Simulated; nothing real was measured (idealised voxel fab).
process module | voxel ribs on slabs
cross-section cut | 265 nm wide | cells 5 nm
A cross-section is a grid of square cells, given in bands from the top down. A band is one or more rows of cells.
Each band's line starts with the height of the band's top and of its bottom, in nm. Then come its materials from left to right, each with its width in nm. One material with "throughout" fills the band from edge to edge. "air" is empty space.
Height 0 is the level under which the wafer as received is all one material. The lowest band goes on downwards, as in "0 down".
A width such as "30 to 40" changes by the same amount from each row of cells to the next, from the band's top row to its bottom row.
"no change" after a step means that no cell of the cross-section changed.
closed voids: empty space of 8 cells or more with no open way to the top, each as width x height at its distance from the left edge, in nm
after a step's settings: what the simulator itself notes on the step
overlay nm, on a step with a mask: how far to the right of its planned place the mask lay; to the left if negative
plan
1 op RECEIVE | material Si
2 op DIRECTIONAL_DEP | material SiO2 | thk nm 25
3 op DIRECTIONAL_DEP | material polySi | thk nm 15
4 op PATTERN | tone cover | mask id RIB | material resist | width nm 30 | thk nm 20 | overlay nm 0
5 op DIRECTIONAL_ETCH | etch materials polySi | depth nm 5
6 op STRIP | etch materials resist
7 op PATTERN | tone cover | mask id SLAB | material resist | width nm 70 | thk nm 15 | overlay nm 0
8 op DIRECTIONAL_ETCH | etch materials polySi | depth nm 10
9 op STRIP | etch materials resist
10 op FILL_DEP | material SiO2 | thk nm 15
11 op CMP | height nm 50
12 op DIRECTIONAL_DEP | material TiN | thk nm 5
13 op DIRECTIONAL_DEP | material aC | thk nm 15
14 op PATTERN | tone cover | mask id HEATER | material resist | width nm 30 | thk nm 35 | overlay nm 0
15 op DIRECTIONAL_ETCH | etch materials aC | depth nm 15
16 op STRIP | etch materials resist
17 op DIRECTIONAL_ETCH | etch materials TiN | depth nm 5
18 op STRIP | etch materials aC
19 op CONFORMAL_DEP | material SiO2 | thk nm 10
varied across the wafers: width nm of step 14. The plan shows the first wafer's value. All wafers start alike
first wafer as received, after step 1
  0 down: Si throughout
  closed voids: none
each wafer at the end: cells of each material gained (+) or lost (-) since it was received, then its closed voids
width nm 30 | +606 SiO2 | +6 TiN | +34 polySi | closed voids: none
width nm 35 | +606 SiO2 | +7 TiN | +34 polySi | closed voids: none
width nm 40 | +606 SiO2 | +8 TiN | +34 polySi | closed voids: none
width nm 45 | +606 SiO2 | +9 TiN | +34 polySi | closed voids: none
width nm 50 | +606 SiO2 | +10 TiN | +34 polySi | closed voids: none
width nm 55 | +606 SiO2 | +11 TiN | +34 polySi | closed voids: none
